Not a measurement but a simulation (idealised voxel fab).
process module | voxel wiring stack
cross-section cut | 280 nm wide | cells 5 nm
A cross-section is a grid of square cells, given in bands from the top down. A band is one or more rows of cells.
Each band's line starts with the height of the band's top and of its bottom, in nm. Then come its materials from left to right, each with its width in nm. One material with "throughout" fills the band from edge to edge. "air" is empty space.
Height 0 is the level under which the wafer as received is all one material. The lowest band goes on downwards, as in "0 down".
A width such as "30 to 40" changes by the same amount from each row of cells to the next, from the band's top row to its bottom row.
"no change" after a step means that no cell of the cross-section changed.
closed voids: empty space of 8 cells or more with no open way to the top, each as width x height at its distance from the left edge, in nm
after a step's settings: what the simulator itself notes on the step
overlay nm, on a step with a mask: how far to the right of its planned place the mask lay; to the left if negative
plan
1 op RECEIVE | material Si
2 op CONFORMAL_DEP | material SiO2 | thk nm 15
3 op CONFORMAL_DEP | material SiN | thk nm 5
4 op DIRECTIONAL_DEP | material lowk | thk nm 15
5 op DIRECTIONAL_DEP | material aC | thk nm 15
6 op PATTERN | tone open | mask id METAL_1 | material resist | width nm 25 | pitch nm 55 | thk nm 35 | overlay nm 0
7 op DIRECTIONAL_ETCH | etch materials aC | depth nm 15
8 op STRIP | etch materials resist
9 op DIRECTIONAL_ETCH | etch materials lowk | depth nm 15
10 op DIRECTIONAL_ETCH | etch materials SiN | depth nm 5
11 op STRIP | etch materials aC
12 op CONFORMAL_DEP | material TiN | thk nm 5
13 op FILL_DEP | material Cu | thk nm 10
14 op CMP | height nm 35
15 op EPI | material Ru | thk nm 5
16 op FILL_DEP | material SiCN | thk nm 5
17 op DIRECTIONAL_DEP | material SiO2 | thk nm 25
18 op MASKED_ETCH | tone open | mask id METAL_2 | width nm 25 | pitch nm 55 | etch materials SiO2 | depth nm 15 | overlay nm 0
19 op PATTERN | tone open | mask id METAL_2_HOLES | material resist | width nm 15 | thk nm 20 | overlay nm 0
20 op DIRECTIONAL_ETCH | etch materials SiO2 | depth nm 10
21 op DIRECTIONAL_ETCH | etch materials SiCN | depth nm 5
22 op STRIP | etch materials resist
23 op CONFORMAL_DEP | material TiN | thk nm 5
24 op FILL_DEP | material Cu | thk nm 5
25 op CMP | height nm 70
26 op CONFORMAL_DEP | material SiCN | thk nm 5
27 op DIRECTIONAL_DEP | material SiO2 | thk nm 30
28 op PATTERN | tone open | mask id METAL_3 | material resist | width nm 25 | pitch nm 55 | thk nm 15 | overlay nm 0
29 op DIRECTIONAL_ETCH | etch materials SiO2 | depth nm 15
30 op STRIP | etch materials resist
31 op PATTERN | tone open | mask id METAL_3_HOLES | material resist | width nm 15 | pitch nm 55 | thk nm 15 | overlay nm 0
32 op DIRECTIONAL_ETCH | etch materials SiO2 | depth nm 15
33 op DIRECTIONAL_ETCH | etch materials SiCN | depth nm 5
34 op STRIP | etch materials resist
35 op CONFORMAL_DEP | material TiN | thk nm 5
36 op FILL_DEP | material Ru | thk nm 10
37 op CMP | height nm 105
38 op CONFORMAL_DEP | material SiCN | thk nm 5
as received, after step 1
  0 down: Si throughout
  closed voids: none
a wafer at the end: this start, this plan, one mistake
  110 to 105: SiCN throughout
  105 to 95: SiO2 100 | TiN 5 | Ru 15 | TiN 5 | SiO2 30 | TiN 5 | Ru 15 | TiN 5 | SiO2 100
  95 to 90: SiO2 100 | TiN 5 | Ru 5 | TiN 15 | SiO2 30 | TiN 5 | Ru 5 | TiN 15 | SiO2 100
  90 to 75: SiO2 100 | TiN 5 | Ru 5 | TiN 5 | SiO2 40 | TiN 5 | Ru 5 | TiN 5 | SiO2 110
  75 to 70: SiCN 100 | TiN 15 | SiCN 40 | TiN 15 | SiCN 110
  70 to 65: Cu throughout
  65 to 60: TiN 105 | Cu 15 | TiN 40 | Cu 15 | TiN 105
  60 to 45: SiO2 100 | TiN 5 | Cu 15 | TiN 5 | SiO2 30 | TiN 5 | Cu 15 | TiN 5 | SiO2 100
  45 to 40: SiCN 100 | TiN 25 | SiCN 30 | TiN 25 | SiCN 100
  40 to 35: SiCN 95 | Ru 35 | SiCN 20 | Ru 35 | SiCN 95
  35 to 20: lowk 100 | TiN 5 | Cu 15 | TiN 5 | lowk 30 | TiN 5 | Cu 15 | TiN 5 | lowk 100
  20 to 15: SiN 100 | TiN 25 | SiN 30 | TiN 25 | SiN 100
  15 to 0: SiO2 throughout
  0 down: Si throughout
  closed voids: none
what went wrong: step 19 was left out
